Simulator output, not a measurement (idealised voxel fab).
process module | voxel spacer lines
cross-section cut | 220 nm wide | cells 5 nm
A cross-section is a grid of square cells, given in bands from the top down. A band is one or more rows of cells.
Each band's line starts with the height of the band's top and of its bottom, in nm. Then come its materials from left to right, each with its width in nm. One material with "throughout" fills the band from edge to edge. "air" is empty space.
Height 0 is the level under which the wafer as received is all one material. The lowest band goes on downwards, as in "0 down".
A width such as "30 to 40" changes by the same amount from each row of cells to the next, from the band's top row to its bottom row.
"no change" after a step means that no cell of the cross-section changed.
closed voids: empty space of 8 cells or more with no open way to the top, each as width x height at its distance from the left edge, in nm
after a step's settings: what the simulator itself notes on the step
overlay nm, on a step with a mask: how far to the right of its planned place the mask lay; to the left if negative
plan
1 op RECEIVE | material Si
2 op CONFORMAL_DEP | material Al2O3 | thk nm 5
3 op DIRECTIONAL_DEP | material TiN | thk nm 10
4 op DIRECTIONAL_DEP | material aC | thk nm 30
5 op PATTERN | tone cover | mask id MANDREL | material resist | width nm 20 | pitch nm 70 | thk nm 40 | overlay nm 0
6 op DIRECTIONAL_ETCH | etch materials aC | depth nm 30
7 op STRIP | etch materials resist
8 op CONFORMAL_DEP | material SiN | thk nm 15
9 op DIRECTIONAL_ETCH | etch materials SiN | depth nm 15
10 op STRIP | etch materials aC
11 op DIRECTIONAL_ETCH | etch materials TiN | depth nm 20
12 op STRIP | etch materials SiN
varied across the wafers: thk nm of step 3. The plan shows the first wafer's value. All wafers start alike
first wafer as received, after step 1
  0 down: Si throughout
  closed voids: none
first wafer at the end, after step 12
  15 to 5: air 15 | TiN 15 | air 20 | TiN 15 | air 20 | TiN 15 | air 20 | TiN 15 | air 20 | TiN 15 | air 20 | TiN 15 | air 15
  5 to 0: Al2O3 throughout
  0 down: Si throughout
  closed voids: none
last wafer at the end
  40 to 20: air 15 | TiN 15 | air 20 | TiN 15 | air 20 | TiN 15 | air 20 | TiN 15 | air 20 | TiN 15 | air 20 | TiN 15 | air 15
  20 to 5: TiN throughout
  5 to 0: Al2O3 throughout
  0 down: Si throughout
  closed voids: none
each wafer at the end: cells of each material gained (+) or lost (-) since it was received, then its closed voids
thk nm 10 | +44 Al2O3 | +36 TiN | closed voids: none
thk nm 15 | +44 Al2O3 | +54 TiN | closed voids: none
thk nm 20 | +44 Al2O3 | +72 TiN | closed voids: none
thk nm 25 | +44 Al2O3 | +116 TiN | closed voids: none
thk nm 30 | +44 Al2O3 | +160 TiN | closed voids: none
thk nm 35 | +44 Al2O3 | +204 TiN | closed voids: none
